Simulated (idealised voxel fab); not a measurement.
Process module heading - voxel capacitor over wiring
cross-section cut | 290 nm wide | cells 5 nm
The cross-sections in this document take the form of a grid made of square cells. They are written out as bands, in order from top to bottom. Each band consists of one or more rows of cells.
For a band, the entry starts with two heights in nm, that of the top and then that of the bottom, and carries on with the band's materials in order from left to right, each alongside its width in nm; the word "throughout" beside a single material means it fills the band edge to edge, and "blank" means empty space.
Convention: height 0 is the level below which the wafer, as received, is all one material. The lowest band does not terminate at the bottom but continues downward, represented as "0 down".
A two-number width, for instance "30..40", indicates that the width is equal to the first number in the top row of the band and to the second number in the bottom row, and that it changes by a constant amount per row of cells.
What does "nothing got changed" mean for a step? It means no cell of the cross-section changed in that step.
So "Closed void table" is basically the list of trapped voids: any empty space of 8 cells or more that can't reach the top through an opening. They're written width x height at distance, the distance being from the left edge, and it's all nm.
Step line, after settings: the simulator's comment on this step.
overlay nm, on a step with a mask: how far to the right of its planned place the mask lay; to the left if negative

# Below is the list of planned process steps
1) RECEIVE (material Si)
2) CONFORMAL_DEP (material SiO2; thk nm 15)
3) DIRECTIONAL_DEP (material TiN; thk nm 5)
4) DIRECTIONAL_DEP (material Ru; thk nm 20)
5) DIRECTIONAL_DEP (material aC; thk nm 15)
6) PATTERN (tone cover; mask id METAL_1; material resist; width nm 30; pitch nm 95; thk nm 35; overlay nm 0)
7) DIRECTIONAL_ETCH (etch materials aC; depth nm 15)
8) STRIP (etch materials resist)
9) DIRECTIONAL_ETCH (etch materials Ru; depth nm 20)
10) DIRECTIONAL_ETCH (etch materials TiN; depth nm 5)
11) STRIP (etch materials aC)
12) FILL_DEP (material lowk; thk nm 5)
13) CMP (height nm 40)
14) CONFORMAL_DEP (material SiCN; thk nm 5)
15) DIRECTIONAL_DEP (material SiO2; thk nm 15)
16) DIRECTIONAL_DEP (material aC; thk nm 10)
17) PATTERN (tone open; mask id PLUG_1; material resist; width nm 15; thk nm 25; overlay nm 0)
18) DIRECTIONAL_ETCH (etch materials aC; depth nm 10)
19) STRIP (etch materials resist)
20) DIRECTIONAL_ETCH (etch materials SiO2; depth nm 15)
21) DIRECTIONAL_ETCH (etch materials SiCN; depth nm 5)
22) STRIP (etch materials aC)
23) CONFORMAL_DEP (material TiN; thk nm 5)
24) FILL_DEP (material Cu; thk nm 10)
25) CMP (height nm 60)
26) DIRECTIONAL_DEP (material TiN; thk nm 10)
27) DIRECTIONAL_DEP (material Al2O3; thk nm 5)
28) DIRECTIONAL_DEP (material TiN; thk nm 10)
29) PATTERN (tone cover; mask id UPPER_PLATE; material resist; width nm 70; thk nm 15; overlay nm 0)
30) DIRECTIONAL_ETCH (etch materials TiN; depth nm 10)
31) DIRECTIONAL_ETCH (etch materials Al2O3; depth nm 5)
32) STRIP (etch materials resist)
33) MASKED_ETCH (tone cover; mask id LOWER_PLATE; width nm 80; etch materials TiN; depth nm 10; overlay nm 0)
34) FILL_DEP (material SiO2; thk nm 20)
35) CMP (height nm 100)
36) MASKED_ETCH (tone open; mask id PLUG_2; width nm 15; etch materials SiO2; depth nm 15; overlay nm 0)
37) CONFORMAL_DEP (material TiN; thk nm 5)
38) FILL_DEP (material W; thk nm 10)
39) CMP (height nm 100)
40) CONFORMAL_DEP (material SiN; thk nm 5)

# Account of the first of two wafers, which was processed as intended

# As-received state of the wafer in cross-section, equivalent to post-step 1
	0 down | Si throughout
	Closed void table: none

# Take a look at the wafer's cross-section after step 2
	15 to 0 | SiO2 throughout
	At heights below 0, the structure remains unaltered.

# Take a look at the wafer's cross-section after step 3
	20 to 15 | TiN throughout
	At heights below 15, the structure remains unaltered.

# Take a look at the wafer's cross-section after step 4
	40 to 20 | Ru throughout
	At heights below 20, the structure remains unaltered.

# Take a look at the wafer's cross-section after step 5
	55 to 40 | aC throughout
	At heights below 40, the structure remains unaltered.

# Take a look at the wafer's cross-section after step 6
	90 to 55 | blank (80), resist (30), blank (65), resist (30), blank (85)
	At heights below 55, the structure remains unaltered.

# Take a look at the wafer's cross-section after step 7
	75 to 55 | blank (80), resist (30), blank (65), resist (30), blank (85)
	55 to 40 | blank (80), aC (30), blank (65), aC (30), blank (85)
	At heights below 40, the structure remains unaltered.

# Take a look at the wafer's cross-section after step 8
	55 to 40 | blank (80), aC (30), blank (65), aC (30), blank (85)
	At heights below 40, the structure remains unaltered.

# Take a look at the wafer's cross-section after step 9
	55 to 40 | blank (80), aC (30), blank (65), aC (30), blank (85)
	40 to 20 | blank (80), Ru (30), blank (65), Ru (30), blank (85)
	At heights below 20, the structure remains unaltered.

# Take a look at the wafer's cross-section after step 10
	55 to 40 | blank (80), aC (30), blank (65), aC (30), blank (85)
	40 to 20 | blank (80), Ru (30), blank (65), Ru (30), blank (85)
	20 to 15 | blank (80), TiN (30), blank (65), TiN (30), blank (85)
	At heights below 15, the structure remains unaltered.

# Take a look at the wafer's cross-section after step 11
	40 to 20 | blank (80), Ru (30), blank (65), Ru (30), blank (85)
	At heights below 20, the structure remains unaltered.

# Take a look at the wafer's cross-section after step 12
	45 to 40 | lowk throughout
	40 to 20 | lowk (80), Ru (30), lowk (65), Ru (30), lowk (85)
	20 to 15 | lowk (80), TiN (30), lowk (65), TiN (30), lowk (85)
	At heights below 15, the structure remains unaltered.

# Take a look at the wafer's cross-section after step 13
	40 to 20 | lowk (80), Ru (30), lowk (65), Ru (30), lowk (85)
	At heights below 20, the structure remains unaltered.

# Take a look at the wafer's cross-section after step 14
	45 to 40 | SiCN throughout
	At heights below 40, the structure remains unaltered.

# Take a look at the wafer's cross-section after step 15
	60 to 45 | SiO2 throughout
	At heights below 45, the structure remains unaltered.

# Take a look at the wafer's cross-section after step 16
	70 to 60 | aC throughout
	At heights below 60, the structure remains unaltered.

# Take a look at the wafer's cross-section after step 17
	95 to 70 | resist (95), blank (15), resist (180)
	At heights below 70, the structure remains unaltered.

# Take a look at the wafer's cross-section after step 18
	85 to 70 | resist (95), blank (15), resist (180)
	70 to 60 | aC (95), blank (15), aC (180)
	At heights below 60, the structure remains unaltered.

# Take a look at the wafer's cross-section after step 19
	70 to 60 | aC (95), blank (15), aC (180)
	At heights below 60, the structure remains unaltered.

# Take a look at the wafer's cross-section after step 20
	70 to 60 | aC (95), blank (15), aC (180)
	60 to 45 | SiO2 (95), blank (15), SiO2 (180)
	At heights below 45, the structure remains unaltered.

# Take a look at the wafer's cross-section after step 21
	70 to 60 | aC (95), blank (15), aC (180)
	60 to 45 | SiO2 (95), blank (15), SiO2 (180)
	45 to 40 | SiCN (95), blank (15), SiCN (180)
	At heights below 40, the structure remains unaltered.

# Take a look at the wafer's cross-section after step 22
	60 to 45 | SiO2 (95), blank (15), SiO2 (180)
	At heights below 45, the structure remains unaltered.

# Take a look at the wafer's cross-section after step 23
	65 to 60 | TiN (100), blank (5), TiN (185)
	60 to 45 | SiO2 (95), TiN (5), blank (5), TiN (5), SiO2 (180)
	45 to 40 | SiCN (95), TiN (15), SiCN (180)
	At heights below 40, the structure remains unaltered.

# Take a look at the wafer's cross-section after step 24
	75 to 65 | Cu throughout
	65 to 60 | TiN (100), Cu (5), TiN (185)
	60 to 45 | SiO2 (95), TiN (5), Cu (5), TiN (5), SiO2 (180)
	At heights below 45, the structure remains unaltered.

# Take a look at the wafer's cross-section after step 25
	60 to 45 | SiO2 (95), TiN (5), Cu (5), TiN (5), SiO2 (180)
	At heights below 45, the structure remains unaltered.

# Take a look at the wafer's cross-section after step 26
	70 to 60 | TiN throughout
	At heights below 60, the structure remains unaltered.

# Take a look at the wafer's cross-section after step 27
	75 to 70 | Al2O3 throughout
	At heights below 70, the structure remains unaltered.

# Take a look at the wafer's cross-section after step 28
	85 to 75 | TiN throughout
	At heights below 75, the structure remains unaltered.

# Take a look at the wafer's cross-section after step 29
	100 to 85 | blank (95), resist (70), blank (125)
	At heights below 85, the structure remains unaltered.

# Take a look at the wafer's cross-section after step 30
	100 to 85 | blank (95), resist (70), blank (125)
	85 to 75 | blank (95), TiN (70), blank (125)
	At heights below 75, the structure remains unaltered.

# Take a look at the wafer's cross-section after step 31
	100 to 85 | blank (95), resist (70), blank (125)
	85 to 75 | blank (95), TiN (70), blank (125)
	75 to 70 | blank (95), Al2O3 (70), blank (125)
	At heights below 70, the structure remains unaltered.

# Take a look at the wafer's cross-section after step 32
	85 to 75 | blank (95), TiN (70), blank (125)
	At heights below 75, the structure remains unaltered.

# Take a look at the wafer's cross-section after step 33
	85 to 75 | blank (95), TiN (70), blank (125)
	75 to 70 | blank (95), Al2O3 (70), blank (125)
	70 to 60 | blank (90), TiN (80), blank (120)
	At heights below 60, the structure remains unaltered.

# Take a look at the wafer's cross-section after step 34
	105 to 85 | SiO2 throughout
	85 to 75 | SiO2 (95), TiN (70), SiO2 (125)
	75 to 70 | SiO2 (95), Al2O3 (70), SiO2 (125)
	70 to 60 | SiO2 (90), TiN (80), SiO2 (120)
	At heights below 60, the structure remains unaltered.

# Take a look at the wafer's cross-section after step 35
	100 to 85 | SiO2 throughout
	At heights below 85, the structure remains unaltered.

# Take a look at the wafer's cross-section after step 36
	100 to 85 | SiO2 (105), blank (15), SiO2 (170)
	At heights below 85, the structure remains unaltered.

# Take a look at the wafer's cross-section after step 37
	105 to 100 | TiN (110), blank (5), TiN (175)
	100 to 90 | SiO2 (105), TiN (5), blank (5), TiN (5), SiO2 (170)
	90 to 85 | SiO2 (105), TiN (15), SiO2 (170)
	At heights below 85, the structure remains unaltered.

# Take a look at the wafer's cross-section after step 38
	115 to 105 | W throughout
	105 to 100 | TiN (110), W (5), TiN (175)
	100 to 90 | SiO2 (105), TiN (5), W (5), TiN (5), SiO2 (170)
	At heights below 90, the structure remains unaltered.

# Take a look at the wafer's cross-section after step 39
	100 to 90 | SiO2 (105), TiN (5), W (5), TiN (5), SiO2 (170)
	At heights below 90, the structure remains unaltered.

# Take a look at the wafer's cross-section after step 40
	105 to 100 | SiN throughout
	At heights below 100, the structure remains unaltered.

# Companion wafer, the second of two: same beginning, same intended sequence, one mistake in carrying it out; through step 13 inclusive it tracks the first exactly

# Cross-section of the second wafer when, according to plan, step 14 should have finished
	55 to 40 | SiO2 throughout
	At heights below 40, the structure remains unaltered.

# Cross-section of the second wafer when, according to plan, step 15 should have finished
	60 to 55 | SiCN throughout
	At heights below 55, the structure remains unaltered.

# Cross-section of the second wafer when, according to plan, step 16 should have finished
	70 to 60 | aC throughout
	At heights below 60, the structure remains unaltered.

# Cross-section of the second wafer when, according to plan, step 17 should have finished
	95 to 70 | resist (95), blank (15), resist (180)
	At heights below 70, the structure remains unaltered.

# Cross-section of the second wafer when, according to plan, step 18 should have finished
	85 to 70 | resist (95), blank (15), resist (180)
	70 to 60 | aC (95), blank (15), aC (180)
	At heights below 60, the structure remains unaltered.

# Cross-section of the second wafer when, according to plan, step 19 should have finished
	70 to 60 | aC (95), blank (15), aC (180)
	At heights below 60, the structure remains unaltered.

Cross-section of the second wafer when, according to plan, step 20 should have finished: nothing got changed

# Cross-section of the second wafer when, according to plan, step 21 should have finished
	70 to 60 | aC (95), blank (15), aC (180)
	60 to 55 | SiCN (95), blank (15), SiCN (180)
	At heights below 55, the structure remains unaltered.

# Cross-section of the second wafer when, according to plan, step 22 should have finished
	60 to 55 | SiCN (95), blank (15), SiCN (180)
	At heights below 55, the structure remains unaltered.

# Cross-section of the second wafer when, according to plan, step 23 should have finished
	65 to 60 | TiN (100), blank (5), TiN (185)
	60 to 55 | SiCN (95), TiN (15), SiCN (180)
	At heights below 55, the structure remains unaltered.

# Cross-section of the second wafer when, according to plan, step 24 should have finished
	75 to 65 | Cu throughout
	65 to 60 | TiN (100), Cu (5), TiN (185)
	At heights below 60, the structure remains unaltered.

# Cross-section of the second wafer when, according to plan, step 25 should have finished
	60 to 55 | SiCN (95), TiN (15), SiCN (180)
	At heights below 55, the structure remains unaltered.

# Cross-section of the second wafer when, according to plan, step 26 should have finished
	70 to 60 | TiN throughout
	At heights below 60, the structure remains unaltered.

# Cross-section of the second wafer when, according to plan, step 27 should have finished
	75 to 70 | Al2O3 throughout
	At heights below 70, the structure remains unaltered.

# Cross-section of the second wafer when, according to plan, step 28 should have finished
	85 to 75 | TiN throughout
	At heights below 75, the structure remains unaltered.

# Cross-section of the second wafer when, according to plan, step 29 should have finished
	100 to 85 | blank (95), resist (70), blank (125)
	At heights below 85, the structure remains unaltered.

# Cross-section of the second wafer when, according to plan, step 30 should have finished
	100 to 85 | blank (95), resist (70), blank (125)
	85 to 75 | blank (95), TiN (70), blank (125)
	At heights below 75, the structure remains unaltered.

# Cross-section of the second wafer when, according to plan, step 31 should have finished
	100 to 85 | blank (95), resist (70), blank (125)
	85 to 75 | blank (95), TiN (70), blank (125)
	75 to 70 | blank (95), Al2O3 (70), blank (125)
	At heights below 70, the structure remains unaltered.

# Cross-section of the second wafer when, according to plan, step 32 should have finished
	85 to 75 | blank (95), TiN (70), blank (125)
	At heights below 75, the structure remains unaltered.

# Cross-section of the second wafer when, according to plan, step 33 should have finished
	85 to 75 | blank (95), TiN (70), blank (125)
	75 to 70 | blank (95), Al2O3 (70), blank (125)
	70 to 60 | blank (90), TiN (80), blank (120)
	At heights below 60, the structure remains unaltered.

# Cross-section of the second wafer when, according to plan, step 34 should have finished
	105 to 85 | SiO2 throughout
	85 to 75 | SiO2 (95), TiN (70), SiO2 (125)
	75 to 70 | SiO2 (95), Al2O3 (70), SiO2 (125)
	70 to 60 | SiO2 (90), TiN (80), SiO2 (120)
	At heights below 60, the structure remains unaltered.

# Cross-section of the second wafer when, according to plan, step 35 should have finished
	100 to 85 | SiO2 throughout
	At heights below 85, the structure remains unaltered.

# Cross-section of the second wafer when, according to plan, step 36 should have finished
	100 to 85 | SiO2 (105), blank (15), SiO2 (170)
	At heights below 85, the structure remains unaltered.

# Cross-section of the second wafer when, according to plan, step 37 should have finished
	105 to 100 | TiN (110), blank (5), TiN (175)
	100 to 90 | SiO2 (105), TiN (5), blank (5), TiN (5), SiO2 (170)
	90 to 85 | SiO2 (105), TiN (15), SiO2 (170)
	At heights below 85, the structure remains unaltered.

# Cross-section of the second wafer when, according to plan, step 38 should have finished
	115 to 105 | W throughout
	105 to 100 | TiN (110), W (5), TiN (175)
	100 to 90 | SiO2 (105), TiN (5), W (5), TiN (5), SiO2 (170)
	At heights below 90, the structure remains unaltered.

# Cross-section of the second wafer when, according to plan, step 39 should have finished
	100 to 90 | SiO2 (105), TiN (5), W (5), TiN (5), SiO2 (170)
	At heights below 90, the structure remains unaltered.

# Cross-section of the second wafer when, according to plan, step 40 should have finished
	105 to 100 | SiN throughout
	At heights below 100, the structure remains unaltered.
What was done differently from what was planned? the processing plan was not followed for steps 14 and 15, which were run with their positions exchanged
The final cell counts differ between the wafers, with the second having more or fewer of some materials than the first: -3 Cu | +9 SiO2 | -6 TiN
